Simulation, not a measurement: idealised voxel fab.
process module | voxel self aligned contacts
cross-section cut | 290 nm wide | cells 5 nm
A cross-section is a grid of square cells, given in bands from the top down. A band is one or more rows of cells.
Each band's line starts with the height of the band's top and of its bottom, in nm. Then come its materials from left to right, each with its width in nm. One material with "throughout" fills the band from edge to edge. "air" is empty space.
Height 0 is the level under which the wafer as received is all one material. The lowest band goes on downwards, as in "0 down".
A width such as "30 to 40" changes by the same amount from each row of cells to the next, from the band's top row to its bottom row.
"no change" after a step means that no cell of the cross-section changed.
closed voids: empty space of 8 cells or more with no open way to the top, each as width x height at its distance from the left edge, in nm
after a step's settings: what the simulator itself notes on the step
overlay nm, on a step with a mask: how far to the right of its planned place the mask lay; to the left if negative
plan
1 op RECEIVE | material Si
2 op OXIDIZE | depth nm 5
3 op DIRECTIONAL_DEP | material polySi | thk nm 25
4 op DIRECTIONAL_DEP | material SiN | thk nm 20
5 op DIRECTIONAL_DEP | material aC | thk nm 10
6 op PATTERN | tone cover | mask id GATE | material resist | width nm 25 | pitch nm 60 | thk nm 25 | overlay nm 0
7 op DIRECTIONAL_ETCH | etch materials aC | depth nm 10
8 op STRIP | etch materials resist
9 op DIRECTIONAL_ETCH | etch materials SiN | depth nm 20
10 op DIRECTIONAL_ETCH | etch materials polySi | depth nm 25
11 op STRIP | etch materials aC
12 op CONFORMAL_DEP | material SiN | thk nm 10
13 op DIRECTIONAL_ETCH | etch materials SiN | depth nm 10
14 op FILL_DEP | material SiO2 | thk nm 20
15 op CMP | height nm 55
16 op MASKED_ETCH | tone open | mask id CONTACT | width nm 45 | etch materials SiO2 | depth nm 60 | overlay nm 0
17 op CONFORMAL_DEP | material TiN | thk nm 5
18 op FILL_DEP | material Ru | thk nm 10
19 op CMP | height nm 55
20 op CONFORMAL_DEP | material SiN | thk nm 5
as received, after step 1
  0 down: Si throughout
  closed voids: none
a wafer at the end: this start, this plan, one mistake
  60 to 55: SiN throughout
  55 to 45: SiO2 120 | TiN 5 to 20 | Ru 35 to 5 | TiN 5 to 20 | SiO2 125
  45 to 25: SiO2 90 | SiN 45 | TiN 5 | Ru 5 | TiN 5 | SiN 45 | SiO2 95
  25 to 15: SiO2 90 | SiN 10 | polySi 25 | SiN 10 | TiN 5 | Ru 5 | TiN 5 | SiN 10 | polySi 25 | SiN 10 | SiO2 95
  15 to 10: SiO2 90 | SiN 10 | polySi 25 | SiN 10 | TiN 15 | SiN 10 | polySi 25 | SiN 10 | SiO2 95
  10 to 0: SiN 100 | polySi 25 | SiN 35 | polySi 25 | SiN 105
  0 to -5: SiO2 throughout
  -5 down: Si throughout
  closed voids: none
what went wrong: steps 12 and 13 were swapped
